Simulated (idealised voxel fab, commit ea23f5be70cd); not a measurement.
Process module name: voxel transistor to metal
It is cross-section cut that appears here, measuring 205 nm in width, its square cells being 5 nm in size.
Format of a cross-section: grid, square cells. Given as bands. Order: top down. Band: one or more rows of cells.
Basically the band line says how high the top is and how high the bottom is, in nm, and then what's in it from left to right, every material with its width in nm. Empty space shows up as "blank", and if a single material carries "all across" it runs the full band edge to edge.
Heights are reckoned from 0. Under this level, the received wafer is all of one material. The bottommost band is open-ended downward, for example "top 0, no bottom".
Read "30->40" as a graded width: first number on top, second number at the bottom, same change between each pair of neighbouring rows.
The cross-section has no changed cell in any step marked "everything unchanged".
"Cavities, closed": sealed empty spaces, 8 cells or more, no open way to top, listed width x height at distance, with distance from the left edge and width, height and distance in nm.
Where a step's line continues beyond its settings, the continuation is a remark by the simulator itself on that step.
overlay nm: how far to the right of its planned place the mask lay on this masked step (negative: to the left).

-- Planned process steps
1,RECEIVE with material Si
2,CONFORMAL_DEP with material SiO2, thk nm 5
3,CONFORMAL_DEP with material SiN, thk nm 15
4,DIRECTIONAL_DEP with material aC, thk nm 15
5,PATTERN with tone cover, mask id ACTIVE, material resist, width nm 115, thk nm 35, overlay nm -15
6,DIRECTIONAL_ETCH with etch materials aC, depth nm 15
7,STRIP with etch materials resist
8,DIRECTIONAL_ETCH with etch materials SiN, depth nm 15
9,DIRECTIONAL_ETCH with etch materials SiO2, depth nm 5
10,DIRECTIONAL_ETCH with etch materials Si, depth nm 30
11,STRIP with etch materials aC
12,OXIDIZE with depth nm 5
13,FILL_DEP with material SiO2, thk nm 5
14,CMP with height nm 20
15,SELECTIVE_ETCH with etch materials SiO2, depth nm 15
16,STRIP with etch materials SiN
17,SELECTIVE_ETCH with etch materials SiO2, depth nm 5
18,OXIDIZE with depth nm 5
19,DIRECTIONAL_DEP with material polySi, thk nm 20
20,DIRECTIONAL_DEP with material SiCN, thk nm 15
21,PATTERN with tone cover, mask id GATE, material resist, width nm 25, thk nm 20, overlay nm 0
22,DIRECTIONAL_ETCH with etch materials SiCN, depth nm 25
23,DIRECTIONAL_ETCH with etch materials polySi, depth nm 30
24,STRIP with etch materials resist
25,CONFORMAL_DEP with material SiO2, thk nm 5
26,DIRECTIONAL_ETCH with etch materials SiO2, depth nm 5
27,CONFORMAL_DEP with material SiN, thk nm 5
28,DIRECTIONAL_ETCH with etch materials SiN, depth nm 5
29,DIRECTIONAL_ETCH with etch materials SiO2, depth nm 5
30,DIRECTIONAL_ETCH with etch materials Si, depth nm 10
31,EPI with material pSi, thk nm 15
32,FILL_DEP with material SiO2, thk nm 5
33,CMP with height nm 35
34,DIRECTIONAL_DEP with material SiO2, thk nm 15
35,PATTERN with tone open, mask id CONTACT, material resist, width nm 20, pitch nm 75, thk nm 20, overlay nm 0
36,DIRECTIONAL_ETCH with etch materials SiO2, depth nm 50
37,STRIP with etch materials resist
38,CONFORMAL_DEP with material TiN, thk nm 5
39,FILL_DEP with material Ru, thk nm 5
40,CMP with height nm 50
41,CONFORMAL_DEP with material SiN, thk nm 5
42,DIRECTIONAL_DEP with material lowk, thk nm 15
43,PATTERN with tone open, mask id METAL_1, material resist, width nm 20, pitch nm 75, thk nm 15, overlay nm 0
44,DIRECTIONAL_ETCH with etch materials lowk, depth nm 15
45,DIRECTIONAL_ETCH with etch materials SiN, depth nm 5
46,STRIP with etch materials resist
47,CONFORMAL_DEP with material TiN, thk nm 5
48,FILL_DEP with material W, thk nm 5
49,CMP with height nm 70
50,CONFORMAL_DEP with material SiN, thk nm 5
The wafers are alike at the start. At step 5, their overlay nm differs. The plan lists the first wafer's value.

-- First wafer of several, as received: cross-section after step 1
	top 0, no bottom = Si all across
	Cavities, closed: none

-- The table below has one row for each wafer; a row shows, as of the end of the module, how many cells of each material the wafer has gained, marked (+), or lost, marked (-), since it was received, and then the wafer's closed voids
overlay nm -15; +28 Ru; -185 Si; +15 SiCN; +88 SiN; +424 SiO2; +64 TiN; +12 W; +99 lowk; +50 pSi; +20 polySi; Cavities, closed: none
overlay nm -10; +28 Ru; -185 Si; +15 SiCN; +88 SiN; +424 SiO2; +64 TiN; +12 W; +99 lowk; +50 pSi; +20 polySi; Cavities, closed: none
overlay nm -5; +28 Ru; -185 Si; +15 SiCN; +88 SiN; +424 SiO2; +64 TiN; +12 W; +99 lowk; +50 pSi; +20 polySi; Cavities, closed: none
overlay nm 0; +28 Ru; -185 Si; +15 SiCN; +88 SiN; +424 SiO2; +64 TiN; +12 W; +99 lowk; +50 pSi; +20 polySi; Cavities, closed: none
overlay nm 5; +28 Ru; -185 Si; +15 SiCN; +88 SiN; +424 SiO2; +64 TiN; +12 W; +99 lowk; +50 pSi; +20 polySi; Cavities, closed: none
overlay nm 10; +28 Ru; -185 Si; +15 SiCN; +88 SiN; +424 SiO2; +64 TiN; +12 W; +99 lowk; +50 pSi; +20 polySi; Cavities, closed: none
overlay nm 15; +28 Ru; -185 Si; +15 SiCN; +88 SiN; +424 SiO2; +64 TiN; +12 W; +99 lowk; +50 pSi; +20 polySi; Cavities, closed: none
